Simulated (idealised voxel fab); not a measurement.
Process module name: voxel transistor to metal
FYI the section here is cut, 215 nm wide, cells are 5 nm squares.
In what follows, cross-sections appear as grids of square cells, described through bands that run from the top down, where every band is one or more rows of cells.
A band entry consists of two parts. The first gives the height of the band's top and the height of its bottom, in nm. The rest lists the band's materials from left to right, each with its width in nm. A single material labelled with the word "full width" fills the band from edge to edge, and the word "empty" marks empty space.
Height datum 0, below which the as-received substrate wafer is one material. Lowest band open at the bottom, running downward: "top 0, no bottom".
A two-number width, for instance "30 to 40", indicates that the width is equal to the first number in the top row of the band and to the second number in the bottom row, and that it changes by a constant amount per row of cells.
No cell of the cross-section changed in a step that is given as "no modification".
So "Closed cavities" is basically the list of trapped voids: any empty space of 8 cells or more that can't reach the top through an opening. They're written width x height at distance, the distance being from the left edge, and it's all nm.
Note: text after step settings on the step line = simulator remark on that step.
overlay nm: where the mask lay relative to plan, measured to the right, on steps with a mask; negatives go left.

Intended process steps:
1) RECEIVE: material Si
2) OXIDIZE: depth nm 5
3) CONFORMAL_DEP: material SiN, thk nm 10
4) DIRECTIONAL_DEP: material aC, thk nm 15
5) PATTERN: tone cover, mask id ACTIVE, material resist, width nm 115, thk nm 30, overlay nm 0
6) DIRECTIONAL_ETCH: etch materials aC, depth nm 15
7) STRIP: etch materials resist
8) DIRECTIONAL_ETCH: etch materials SiN, depth nm 10
9) DIRECTIONAL_ETCH: etch materials SiO2, depth nm 5
10) DIRECTIONAL_ETCH: etch materials Si, depth nm 25
11) STRIP: etch materials aC
12) FILL_DEP: material SiO2, thk nm 10
13) CMP: height nm 10
14) SELECTIVE_ETCH: etch materials SiO2, depth nm 10
15) STRIP: etch materials SiN
16) SELECTIVE_ETCH: etch materials SiO2, depth nm 5
17) OXIDIZE: depth nm 5
18) DIRECTIONAL_DEP: material polySi, thk nm 25
19) DIRECTIONAL_DEP: material SiCN, thk nm 15
20) PATTERN: tone cover, mask id GATE, material resist, width nm 35, thk nm 15, overlay nm 0
21) DIRECTIONAL_ETCH: etch materials SiCN, depth nm 25
22) DIRECTIONAL_ETCH: etch materials polySi, depth nm 35
23) STRIP: etch materials resist
24) CONFORMAL_DEP: material SiO2, thk nm 5
25) DIRECTIONAL_ETCH: etch materials SiO2, depth nm 5
26) CONFORMAL_DEP: material SiN, thk nm 5
27) DIRECTIONAL_ETCH: etch materials SiN, depth nm 5
28) DIRECTIONAL_ETCH: etch materials SiO2, depth nm 5
29) EPI: material pSi, thk nm 5
30) FILL_DEP: material SiO2, thk nm 10
31) CMP: height nm 20
32) STRIP: etch materials polySi
33) SELECTIVE_ETCH: etch materials SiO2, depth nm 5
34) CONFORMAL_DEP: material HfO2, thk nm 5
35) CONFORMAL_DEP: material TiN, thk nm 5
36) FILL_DEP: material W, thk nm 10
37) CMP: height nm 15
38) DIRECTIONAL_DEP: material SiO2, thk nm 15
39) MASKED_ETCH: tone open, mask id CONTACT, width nm 15, pitch nm 80, etch materials SiO2, depth nm 35, overlay nm 0
40) CONFORMAL_DEP: material TiN, thk nm 5
41) FILL_DEP: material W, thk nm 5
42) CMP: height nm 30
43) CONFORMAL_DEP: material SiCN, thk nm 5
44) DIRECTIONAL_DEP: material SiO2, thk nm 20
45) PATTERN: tone open, mask id METAL_1, material resist, width nm 15, pitch nm 80, thk nm 15, overlay nm 0
46) DIRECTIONAL_ETCH: etch materials SiO2, depth nm 20
47) DIRECTIONAL_ETCH: etch materials SiCN, depth nm 5
48) STRIP: etch materials resist
49) CONFORMAL_DEP: material TiN, thk nm 5
50) FILL_DEP: material Cu, thk nm 10
51) CMP: height nm 55
52) EPI: material Ru, thk nm 5
53) FILL_DEP: material SiCN, thk nm 5
Be aware that, although all wafers share a common starting state, the depth nm at step 16 differs among them, and the plan displays the first wafer's value.

Cross-section, first of several wafers, as delivered after step 1:
* top 0, no bottom = Si full width
* Closed cavities: none

Take any row and you have a wafer at the end of the module: how many cells of each material it has gained (+) or lost (-) since it was received, and then its closed voids:
depth nm 5; +8 Cu; +17 HfO2; +10 Ru; -166 Si; +113 SiCN; +8 SiN; +463 SiO2; +65 TiN; +27 W; +14 pSi; Closed cavities: none
depth nm 10; +8 Cu; +17 HfO2; +10 Ru; -168 Si; +113 SiCN; +10 SiN; +465 SiO2; +65 TiN; +27 W; +12 pSi; Closed cavities: none
depth nm 15; +8 Cu; +17 HfO2; +10 Ru; -170 Si; +113 SiCN; +12 SiN; +465 SiO2; +65 TiN; +27 W; +12 pSi; Closed cavities: none
depth nm 20; +8 Cu; +17 HfO2; +10 Ru; -172 Si; +113 SiCN; +14 SiN; +465 SiO2; +65 TiN; +27 W; +12 pSi; Closed cavities: none
